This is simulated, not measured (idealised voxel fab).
This section sets out a process module, namely voxel transistor to metal.
cross-section cut | 265 nm wide | cells 5 nm
A cross-section is written here as square cells arranged in a grid, and it is given in bands from the top down, each band taking up one or more rows of cells. Top, bottom (nm), then materials left to right with widths (nm); lone material tagged "all across" fills the whole band edge to edge; "air" = empty space. Beneath 0, the wafer as received is one material, and that level is where height counting begins. The lowest band goes on downward without a bottom; it is written like "z 0 and below". Note: "30..40" means the width goes from the first number (top row of the band) to the second number (bottom row) in equal steps per row of cells. When a step is marked "nothing got changed", none of the cells in the cross-section changed during that step. Voids not open to the top, 8 cells minimum: see "Closed empty spaces". Written width x height at distance; distance is from the left edge; nm. Read whatever lies past the settings on a step's line as the simulator's own remark about the step. A step's line can hold "overlay nm"; with a mask on that step, the setting says how far right of the planned place the mask lay, while a negative setting says it lay to the left.
[Process steps - plan]
1: RECEIVE,material Si
2: CONFORMAL_DEP,material SiO2,thk nm 5
3: CONFORMAL_DEP,material SiN,thk nm 15
4: MASKED_ETCH,tone cover,mask id ACTIVE,width nm 100,pitch nm 125,etch materials SiN,depth nm 15,overlay nm 0
5: MASKED_ETCH,tone cover,mask id ACTIVE,width nm 100,pitch nm 125,etch materials SiO2,depth nm 5,overlay nm 0
6: MASKED_ETCH,tone cover,mask id ACTIVE,width nm 100,pitch nm 125,etch materials Si,depth nm 35,overlay nm 0
7: OXIDIZE,depth nm 5
8: FILL_DEP,material SiO2,thk nm 5
9: CMP,height nm 20
10: SELECTIVE_ETCH,etch materials SiO2,depth nm 15
11: STRIP,etch materials SiN
12: SELECTIVE_ETCH,etch materials SiO2,depth nm 5
13: OXIDIZE,depth nm 5
14: DIRECTIONAL_DEP,material polySi,thk nm 20
15: DIRECTIONAL_DEP,material SiCN,thk nm 15
16: MASKED_ETCH,tone cover,mask id GATE,width nm 20,pitch nm 125,etch materials SiCN,depth nm 25,overlay nm 0
17: MASKED_ETCH,tone cover,mask id GATE,width nm 20,pitch nm 125,etch materials polySi,depth nm 30,overlay nm 0
18: CONFORMAL_DEP,material SiN,thk nm 10
19: DIRECTIONAL_ETCH,etch materials SiN,depth nm 10
20: DIRECTIONAL_ETCH,etch materials SiO2,depth nm 5
21: EPI,material pSi,thk nm 5
22: FILL_DEP,material SiO2,thk nm 5
23: CMP,height nm 35
24: DIRECTIONAL_DEP,material SiO2,thk nm 15
25: DIRECTIONAL_DEP,material aC,thk nm 10
26: PATTERN,tone open,mask id CONTACT,material resist,width nm 30,thk nm 25,overlay nm 0
27: DIRECTIONAL_ETCH,etch materials aC,depth nm 10
28: STRIP,etch materials resist
29: DIRECTIONAL_ETCH,etch materials SiO2,depth nm 50
30: STRIP,etch materials aC
31: CONFORMAL_DEP,material TiN,thk nm 5
32: FILL_DEP,material Ru,thk nm 10
33: CMP,height nm 50
34: DIRECTIONAL_DEP,material TiN,thk nm 5
35: DIRECTIONAL_DEP,material Ru,thk nm 20
36: PATTERN,tone cover,mask id METAL_1,material resist,width nm 15,thk nm 15,overlay nm 0
37: DIRECTIONAL_ETCH,etch materials Ru,depth nm 20
38: DIRECTIONAL_ETCH,etch materials TiN,depth nm 5
39: STRIP,etch materials resist
40: FILL_DEP,material SiO2,thk nm 5
41: CMP,height nm 75
42: CONFORMAL_DEP,material SiCN,thk nm 5
43: DIRECTIONAL_DEP,material SiO2,thk nm 35
44: DIRECTIONAL_DEP,material aC,thk nm 15
45: PATTERN,tone open,mask id METAL_2,material resist,width nm 15,pitch nm 125,thk nm 30,overlay nm 0
46: DIRECTIONAL_ETCH,etch materials aC,depth nm 15
47: STRIP,etch materials resist
48: DIRECTIONAL_ETCH,etch materials SiO2,depth nm 20
49: STRIP,etch materials aC
50: DIRECTIONAL_DEP,material aC,thk nm 10
51: PATTERN,tone open,mask id METAL_2_HOLES,material resist,width nm 15,pitch nm 125,thk nm 25,overlay nm 0
52: DIRECTIONAL_ETCH,etch materials aC,depth nm 10
53: STRIP,etch materials resist
54: DIRECTIONAL_ETCH,etch materials SiO2,depth nm 15
55: DIRECTIONAL_ETCH,etch materials SiCN,depth nm 5
56: STRIP,etch materials aC
57: CONFORMAL_DEP,material TiN,thk nm 5
58: FILL_DEP,material Cu,thk nm 10
59: CMP,height nm 115
60: CONFORMAL_DEP,material SiCN,thk nm 5
Every wafer here starts from the same state; it is the step 38 depth nm that distinguishes them, and the value the plan gives belongs to the first wafer.
[As-received cross-section, first of several wafers, post step 1]
* z 0 and below = Si all across
* Closed empty spaces: none
[each wafer at the end: cells of each material gained (+) or lost (-) since it was received, then its closed voids]
depth nm 5, +14 Cu, +164 Ru, -172 Si, +124 SiCN, +56 SiN, +888 SiO2, +142 TiN, +24 pSi, +32 polySi, Closed empty spaces: none
depth nm 10, +14 Cu, +164 Ru, -172 Si, +124 SiCN, +56 SiN, +892 SiO2, +138 TiN, +24 pSi, +32 polySi, Closed empty spaces: none
depth nm 15, +14 Cu, +164 Ru, -172 Si, +124 SiCN, +56 SiN, +896 SiO2, +134 TiN, +24 pSi, +32 polySi, Closed empty spaces: none
depth nm 20, +14 Cu, +164 Ru, -172 Si, +124 SiCN, +56 SiN, +900 SiO2, +130 TiN, +24 pSi, +32 polySi, Closed empty spaces: none
